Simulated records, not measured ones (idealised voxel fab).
process module | voxel ribs on slabs
cross-section cut | 155 nm wide | cells 5 nm
A cross-section is a grid of square cells, given in bands from the top down. A band is one or more rows of cells.
Each band's line starts with the height of the band's top and of its bottom, in nm. Then come its materials from left to right, each with its width in nm. One material with "throughout" fills the band from edge to edge. "air" is empty space.
Height 0 is the level under which the wafer as received is all one material. The lowest band goes on downwards, as in "0 down".
A width such as "30 to 40" changes by the same amount from each row of cells to the next, from the band's top row to its bottom row.
"no change" after a step means that no cell of the cross-section changed.
closed voids: empty space of 8 cells or more with no open way to the top, each as width x height at its distance from the left edge, in nm
after a step's settings: what the simulator itself notes on the step
overlay nm, on a step with a mask: how far to the right of its planned place the mask lay; to the left if negative
plan
1 op RECEIVE | material Si
2 op DIRECTIONAL_DEP | material SiO2 | thk nm 25
3 op DIRECTIONAL_DEP | material SiN | thk nm 20
4 op DIRECTIONAL_DEP | material aC | thk nm 15
5 op PATTERN | tone cover | mask id RIB | material resist | width nm 30 | thk nm 35 | overlay nm 0
6 op DIRECTIONAL_ETCH | etch materials aC | depth nm 15
7 op STRIP | etch materials resist
8 op DIRECTIONAL_ETCH | etch materials SiN | depth nm 10
9 op STRIP | etch materials aC
10 op DIRECTIONAL_DEP | material aC | thk nm 15
11 op PATTERN | tone cover | mask id SLAB | material resist | width nm 60 | thk nm 30 | overlay nm 0
12 op DIRECTIONAL_ETCH | etch materials aC | depth nm 15
13 op STRIP | etch materials resist
14 op DIRECTIONAL_ETCH | etch materials SiN | depth nm 10
15 op STRIP | etch materials aC
16 op FILL_DEP | material SiO2 | thk nm 20
17 op CMP | height nm 55
18 op DIRECTIONAL_DEP | material TiN | thk nm 10
19 op PATTERN | tone cover | mask id HEATER | material resist | width nm 40 | thk nm 20 | overlay nm 0
20 op DIRECTIONAL_ETCH | etch materials TiN | depth nm 10
21 op STRIP | etch materials resist
22 op CONFORMAL_DEP | material SiN | thk nm 5
as received, after step 1
  0 down: Si throughout
  closed voids: none
first wafer at the end, as planned
  70 to 65: air 50 | SiN 50 | air 55
  65 to 60: air 50 | SiN 5 | TiN 40 | SiN 5 | air 55
  60 to 55: SiN 55 | TiN 40 | SiN 60
  55 to 45: SiO2 throughout
  45 to 35: SiO2 60 | SiN 30 | SiO2 65
  35 to 25: SiO2 45 | SiN 60 | SiO2 50
  25 to 0: SiO2 throughout
  0 down: Si throughout
  closed voids: none
second wafer at the end: like start, like plan, one mistake
  70 to 65: air 50 | SiN 50 | air 55
  65 to 60: air 50 | SiN 5 | TiN 40 | SiN 5 | air 55
  60 to 55: SiN 55 | TiN 40 | SiN 60
  55 to 20: SiO2 throughout
  20 to 0: SiN throughout
  0 down: Si throughout
  closed voids: none
what went wrong: steps 2 and 3 were swapped
at the end the second wafer has, in cells: 88 more of SiN | 88 fewer of SiO2
